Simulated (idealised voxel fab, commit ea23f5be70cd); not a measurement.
process module | voxel air gaps
cross-section cut | 235 nm wide | cells 5 nm
A cross-section is a grid of square cells, given in bands from the top down. A band is one or more rows of cells.
Each band's line starts with the height of the band's top and of its bottom, in nm. Then come its materials from left to right, each with its width in nm. One material with "throughout" fills the band from edge to edge. "air" is empty space.
Height 0 is the level under which the wafer as received is all one material. The lowest band goes on downwards, as in "0 down".
A width such as "30 to 40" changes by the same amount from each row of cells to the next, from the band's top row to its bottom row.
"no change" after a step means that no cell of the cross-section changed.
closed voids: empty space of 8 cells or more with no open way to the top, each as width x height at its distance from the left edge, in nm
after a step's settings: what the simulator itself notes on the step
overlay nm, on a step with a mask: how far to the right of its planned place the mask lay; to the left if negative
plan
1 op RECEIVE | material Si
2 op CONFORMAL_DEP | material SiO2 | thk nm 10
3 op CONFORMAL_DEP | material SiN | thk nm 5
4 op DIRECTIONAL_DEP | material SiO2 | thk nm 35
5 op MASKED_ETCH | tone open | mask id LINES | width nm 15 | pitch nm 40 | etch materials SiO2 | depth nm 35 | overlay nm 0
6 op CONFORMAL_DEP | material TiN | thk nm 5
7 op FILL_DEP | material Ru | thk nm 5
8 op CMP | height nm 50
9 op EPI | material Ru | thk nm 10
10 op SELECTIVE_ETCH | etch materials SiO2 | depth nm 45
11 op CONFORMAL_DEP | material SiCN | thk nm 5
as received, after step 1
  0 down: Si throughout
  closed voids: none
first wafer at the end, as planned
  65 to 60: air 35 | SiCN 165 | air 35
  60 to 50: air 35 | SiCN 5 | Ru 35 | SiCN 5 | Ru 35 | SiCN 5 | Ru 35 | SiCN 5 | Ru 35 | SiCN 5 | air 35
  50 to 45: air 35 | SiCN 15 | TiN 5 | Ru 5 | TiN 5 | SiCN 25 | TiN 5 | Ru 5 | TiN 5 | SiCN 25 | TiN 5 | Ru 5 | TiN 5 | SiCN 25 | TiN 5 | Ru 5 | TiN 5 | SiCN 15 | air 35
  45 to 20: air 45 | SiCN 5 | TiN 5 | Ru 5 | TiN 5 | SiCN 5 | air 15 | SiCN 5 | TiN 5 | Ru 5 | TiN 5 | SiCN 5 | air 15 | SiCN 5 | TiN 5 | Ru 5 | TiN 5 | SiCN 5 | air 15 | SiCN 5 | TiN 5 | Ru 5 | TiN 5 | SiCN 5 | air 45
  20 to 15: SiCN 50 | TiN 15 | SiCN 25 | TiN 15 | SiCN 25 | TiN 15 | SiCN 25 | TiN 15 | SiCN 50
  15 to 10: SiN throughout
  10 to 0: SiO2 throughout
  0 down: Si throughout
  closed voids: 15 x 25 at 70; 15 x 25 at 110; 15 x 25 at 150
second wafer at the end: like start, like plan, one mistake
  60 to 55: air 35 | SiCN 165 | air 35
  55 to 45: air 35 | SiCN 5 | Ru 35 | SiCN 5 | Ru 35 | SiCN 5 | Ru 35 | SiCN 5 | Ru 35 | SiCN 5 | air 35
  45 to 40: air 35 | SiCN 15 | TiN 5 | Ru 5 | TiN 5 | SiCN 25 | TiN 5 | Ru 5 | TiN 5 | SiCN 25 | TiN 5 | Ru 5 | TiN 5 | SiCN 25 | TiN 5 | Ru 5 | TiN 5 | SiCN 15 | air 35
  40 to 20: air 45 | SiCN 5 | TiN 5 | Ru 5 | TiN 5 | SiCN 5 | air 15 | SiCN 5 | TiN 5 | Ru 5 | TiN 5 | SiCN 5 | air 15 | SiCN 5 | TiN 5 | Ru 5 | TiN 5 | SiCN 5 | air 15 | SiCN 5 | TiN 5 | Ru 5 | TiN 5 | SiCN 5 | air 45
  20 to 15: SiCN 50 | TiN 15 | SiCN 25 | TiN 15 | SiCN 25 | TiN 15 | SiCN 25 | TiN 15 | SiCN 50
  15 to 10: SiN throughout
  10 to 0: SiO2 throughout
  0 down: Si throughout
  closed voids: 15 x 20 at 70; 15 x 20 at 110; 15 x 20 at 150
what went wrong: step 8 ran as: op CMP | height nm 45
at the end the second wafer has, in cells: 4 fewer of Ru | 8 fewer of SiCN | 8 fewer of TiN
